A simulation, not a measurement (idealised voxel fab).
Proc. module: voxel spacer lines
Xsec cut, 160 nm wide, square cell size 5 nm.
Cross-section = grid of square cells, listed top down in bands; band = one or more rows. What a band's entry tells you: where the top is and where the bottom is, as heights in nm, and after that what lies inside, material by material from left to right, each with its width in nm. Empty space is written as the word "blank", and a single material marked with the word "all across" occupies the band from edge to edge. Convention: height 0 is the level below which the wafer, as received, is all one material. The lowest band does not terminate at the bottom but continues downward, represented as "0 and below". A two-number width, for instance "30->40", indicates that the width is equal to the first number in the top row of the band and to the second number in the bottom row, and that it changes by a constant amount per row of cells. Take "remains unaltered" at face value: in the step it is given for, the cross-section changed in none of its cells. In "Voids, fully enclosed" the enclosed voids are listed, meaning empty spaces of 8 cells or larger without any opening to the top. The form is width x height at distance, distance from the left edge, units nm. after a step's settings: what the simulator itself notes on the step. On any step carrying a mask, the "overlay nm" setting, if present on the step's line, tells how far right of its planned place the mask lay; negative values point to the left.

# Intended process steps
1 RECEIVE: material Si
2 CONFORMAL_DEP: material Al2O3, thk nm 5
3 DIRECTIONAL_DEP: material TiN, thk nm 15
4 DIRECTIONAL_DEP: material polySi, thk nm 20
5 PATTERN: tone cover, mask id MANDREL, material resist, width nm 25, pitch nm 80, thk nm 30, overlay nm 0
6 DIRECTIONAL_ETCH: etch materials polySi, depth nm 20
7 STRIP: etch materials resist
8 CONFORMAL_DEP: material SiO2, thk nm 15
9 DIRECTIONAL_ETCH: etch materials SiO2, depth nm 15
10 STRIP: etch materials polySi
11 DIRECTIONAL_ETCH: etch materials TiN, depth nm 15
12 STRIP: etch materials SiO2
13 FILL_DEP: material lowk, thk nm 10
14 CMP: height nm 20

# This is the cross-section of the wafer as we received it, i.e. after step 1
  0 and below  Si all across
  Voids, fully enclosed: none

# Wafer cross-section at module end: first of two, run to plan
  20 down to 5  lowk: 10  TiN: 15  lowk: 25  TiN: 15  lowk: 25  TiN: 15  lowk: 25  TiN: 15  lowk: 15
  5 down to 0  Al2O3 all across
  0 and below  Si all across
  Voids, fully enclosed: none

# Cross-sectional view of the second of two wafers upon completion of the module. This wafer shared its starting condition and process plan with the first; one error was made during its execution
  20 down to 5  polySi all across
  5 down to 0  Al2O3 all across
  0 and below  Si all across
  Voids, fully enclosed: none
In executing the process, a mistake was made relative to the plan: the processing plan was not followed for steps 3 and 4, which were run with their positions exchanged
Bottom line after processing is that, in cells, the second wafer is up or down on some materials versus the first: -36 TiN | -60 lowk | +96 polySi
